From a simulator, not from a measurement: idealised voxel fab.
Process module, titled voxel spacer lines
Cross-section cut: width 265 nm, square cells of 5 nm.
In this document a cross-section is written as a grid of square cells. It is given as a series of bands, listed from the top down, and a band is one or more rows of cells. Read a band's entry like this: the first values are the height of its top and the height of its bottom in nm, and what follows is the sequence of materials from left to right, each with its width in nm. Note that "blank" is empty space, and that a single material marked "everywhere" reaches across the band from edge to edge. Heights are measured from 0, the level below which the as-received wafer is all one material; the lowest band has no bottom and continues downward, written as in "0 nm and below". When a width is written as two numbers, as in "30 to 40", the first number is the width in the top row of cells of the band and the second is the width in its bottom row, and the width changes by the same amount from each row to the next. Any step labelled "no change" changed none of the cells in the cross-section. "Trapped void list" lists enclosed empty spaces (at least 8 cells, no open path upward to the top), each as width x height at distance from the left edge, in nm. It should be noted that, on the line of a given step, the content following the step's settings is a remark produced by the simulator itself with respect to that step. A step's line can hold "overlay nm"; with a mask on that step, the setting says how far right of the planned place the mask lay, while a negative setting says it lay to the left.
Below is the list of planned process steps
1: RECEIVE, material Si
2: CONFORMAL_DEP, material SiO2, thk nm 10
3: DIRECTIONAL_DEP, material polySi, thk nm 20
4: DIRECTIONAL_DEP, material aC, thk nm 20
5: PATTERN, tone cover, mask id MANDREL, material resist, width nm 20, pitch nm 60, thk nm 30, overlay nm 0
6: DIRECTIONAL_ETCH, etch materials aC, depth nm 20
7: STRIP, etch materials resist
8: CONFORMAL_DEP, material SiN, thk nm 10
9: DIRECTIONAL_ETCH, etch materials SiN, depth nm 10
10: STRIP, etch materials aC
11: DIRECTIONAL_ETCH, etch materials polySi, depth nm 20
12: STRIP, etch materials SiN
13: FILL_DEP, material SiO2, thk nm 5
14: CMP, height nm 30
What follows covers the first of two wafers; it ran as planned
Cross-section of the incoming wafer, state after step 1
- 0 nm and below  Si everywhere
- Trapped void list: none
How the wafer stands in section after step 2
- 10 nm to 0 nm  SiO2 everywhere
- Note: structure below 0 unchanged.
How the wafer stands in section after step 3
- 30 nm to 10 nm  polySi everywhere
- Note: structure below 10 unchanged.
How the wafer stands in section after step 4
- 50 nm to 30 nm  aC everywhere
- Note: structure below 30 unchanged.
How the wafer stands in section after step 5
- 80 nm to 50 nm  60 blank, then 20 resist, then 40 blank, then 20 resist, then 40 blank, then 20 resist, then 65 blank
- Note: structure below 50 unchanged.
How the wafer stands in section after step 6
- 60 nm to 50 nm  60 blank, then 20 resist, then 40 blank, then 20 resist, then 40 blank, then 20 resist, then 65 blank
- 50 nm to 30 nm  60 blank, then 20 aC, then 40 blank, then 20 aC, then 40 blank, then 20 aC, then 65 blank
- Note: structure below 30 unchanged.
How the wafer stands in section after step 7
- 50 nm to 30 nm  60 blank, then 20 aC, then 40 blank, then 20 aC, then 40 blank, then 20 aC, then 65 blank
- Note: structure below 30 unchanged.
How the wafer stands in section after step 8
- 60 nm to 50 nm  50 blank, then 40 SiN, then 20 blank, then 40 SiN, then 20 blank, then 40 SiN, then 55 blank
- 50 nm to 40 nm  50 blank, then 10 SiN, then 20 aC, then 10 SiN, then 20 blank, then 10 SiN, then 20 aC, then 10 SiN, then 20 blank, then 10 SiN, then 20 aC, then 10 SiN, then 55 blank
- 40 nm to 30 nm  60 SiN, then 20 aC, then 40 SiN, then 20 aC, then 40 SiN, then 20 aC, then 65 SiN
- Note: structure below 30 unchanged.
How the wafer stands in section after step 9
- 50 nm to 30 nm  50 blank, then 10 SiN, then 20 aC, then 10 SiN, then 20 blank, then 10 SiN, then 20 aC, then 10 SiN, then 20 blank, then 10 SiN, then 20 aC, then 10 SiN, then 55 blank
- Note: structure below 30 unchanged.
How the wafer stands in section after step 10
- 50 nm to 30 nm  50 blank, then 10 SiN, then 20 blank, then 10 SiN, then 20 blank, then 10 SiN, then 20 blank, then 10 SiN, then 20 blank, then 10 SiN, then 20 blank, then 10 SiN, then 55 blank
- Note: structure below 30 unchanged.
How the wafer stands in section after step 11
- 50 nm to 30 nm  50 blank, then 10 SiN, then 20 blank, then 10 SiN, then 20 blank, then 10 SiN, then 20 blank, then 10 SiN, then 20 blank, then 10 SiN, then 20 blank, then 10 SiN, then 55 blank
- 30 nm to 10 nm  50 blank, then 10 polySi, then 20 blank, then 10 polySi, then 20 blank, then 10 polySi, then 20 blank, then 10 polySi, then 20 blank, then 10 polySi, then 20 blank, then 10 polySi, then 55 blank
- Note: structure below 10 unchanged.
How the wafer stands in section after step 12
- 30 nm to 10 nm  50 blank, then 10 polySi, then 20 blank, then 10 polySi, then 20 blank, then 10 polySi, then 20 blank, then 10 polySi, then 20 blank, then 10 polySi, then 20 blank, then 10 polySi, then 55 blank
- Note: structure below 10 unchanged.
How the wafer stands in section after step 13
- 35 nm to 30 nm  SiO2 everywhere
- 30 nm to 10 nm  50 SiO2, then 10 polySi, then 20 SiO2, then 10 polySi, then 20 SiO2, then 10 polySi, then 20 SiO2, then 10 polySi, then 20 SiO2, then 10 polySi, then 20 SiO2, then 10 polySi, then 55 SiO2
- Note: structure below 10 unchanged.
How the wafer stands in section after step 14
- 30 nm to 10 nm  50 SiO2, then 10 polySi, then 20 SiO2, then 10 polySi, then 20 SiO2, then 10 polySi, then 20 SiO2, then 10 polySi, then 20 SiO2, then 10 polySi, then 20 SiO2, then 10 polySi, then 55 SiO2
- Note: structure below 10 unchanged.
Companion wafer, the second of two: same beginning, same intended sequence, one mistake in carrying it out; through step 2 inclusive it tracks the first exactly
Second wafer profile in section, at the moment step 3 of the plan was meant to be complete
- 25 nm to 10 nm  polySi everywhere
- Note: structure below 10 unchanged.
Second wafer profile in section, at the moment step 4 of the plan was meant to be complete
- 45 nm to 25 nm  aC everywhere
- Note: structure below 25 unchanged.
Second wafer profile in section, at the moment step 5 of the plan was meant to be complete
- 75 nm to 45 nm  60 blank, then 20 resist, then 40 blank, then 20 resist, then 40 blank, then 20 resist, then 65 blank
- Note: structure below 45 unchanged.
Second wafer profile in section, at the moment step 6 of the plan was meant to be complete
- 55 nm to 45 nm  60 blank, then 20 resist, then 40 blank, then 20 resist, then 40 blank, then 20 resist, then 65 blank
- 45 nm to 25 nm  60 blank, then 20 aC, then 40 blank, then 20 aC, then 40 blank, then 20 aC, then 65 blank
- Note: structure below 25 unchanged.
Second wafer profile in section, at the moment step 7 of the plan was meant to be complete
- 45 nm to 25 nm  60 blank, then 20 aC, then 40 blank, then 20 aC, then 40 blank, then 20 aC, then 65 blank
- Note: structure below 25 unchanged.
Second wafer profile in section, at the moment step 8 of the plan was meant to be complete
- 55 nm to 45 nm  50 blank, then 40 SiN, then 20 blank, then 40 SiN, then 20 blank, then 40 SiN, then 55 blank
- 45 nm to 35 nm  50 blank, then 10 SiN, then 20 aC, then 10 SiN, then 20 blank, then 10 SiN, then 20 aC, then 10 SiN, then 20 blank, then 10 SiN, then 20 aC, then 10 SiN, then 55 blank
- 35 nm to 25 nm  60 SiN, then 20 aC, then 40 SiN, then 20 aC, then 40 SiN, then 20 aC, then 65 SiN
- Note: structure below 25 unchanged.
Second wafer profile in section, at the moment step 9 of the plan was meant to be complete
- 45 nm to 25 nm  50 blank, then 10 SiN, then 20 aC, then 10 SiN, then 20 blank, then 10 SiN, then 20 aC, then 10 SiN, then 20 blank, then 10 SiN, then 20 aC, then 10 SiN, then 55 blank
- Note: structure below 25 unchanged.
Second wafer profile in section, at the moment step 10 of the plan was meant to be complete
- 45 nm to 25 nm  50 blank, then 10 SiN, then 20 blank, then 10 SiN, then 20 blank, then 10 SiN, then 20 blank, then 10 SiN, then 20 blank, then 10 SiN, then 20 blank, then 10 SiN, then 55 blank
- Note: structure below 25 unchanged.
Second wafer profile in section, at the moment step 11 of the plan was meant to be complete
- 45 nm to 25 nm  50 blank, then 10 SiN, then 20 blank, then 10 SiN, then 20 blank, then 10 SiN, then 20 blank, then 10 SiN, then 20 blank, then 10 SiN, then 20 blank, then 10 SiN, then 55 blank
- 25 nm to 10 nm  50 blank, then 10 polySi, then 20 blank, then 10 polySi, then 20 blank, then 10 polySi, then 20 blank, then 10 polySi, then 20 blank, then 10 polySi, then 20 blank, then 10 polySi, then 55 blank
- Note: structure below 10 unchanged.
Second wafer profile in section, at the moment step 12 of the plan was meant to be complete
- 25 nm to 10 nm  50 blank, then 10 polySi, then 20 blank, then 10 polySi, then 20 blank, then 10 polySi, then 20 blank, then 10 polySi, then 20 blank, then 10 polySi, then 20 blank, then 10 polySi, then 55 blank
- Note: structure below 10 unchanged.
Second wafer profile in section, at the moment step 13 of the plan was meant to be complete
- 30 nm to 25 nm  SiO2 everywhere
- 25 nm to 10 nm  50 SiO2, then 10 polySi, then 20 SiO2, then 10 polySi, then 20 SiO2, then 10 polySi, then 20 SiO2, then 10 polySi, then 20 SiO2, then 10 polySi, then 20 SiO2, then 10 polySi, then 55 SiO2
- Note: structure below 10 unchanged.
Second wafer profile in section, at the moment step 14 of the plan was meant to be complete: no change
Finding, execution versus plan: in deviation from the planned setting, step 3 was conducted as DIRECTIONAL_DEP, material polySi, thk nm 15
Heads up, by the end the second wafer has more or fewer cells of some materials compared to the first: +12 SiO2 | -12 polySi
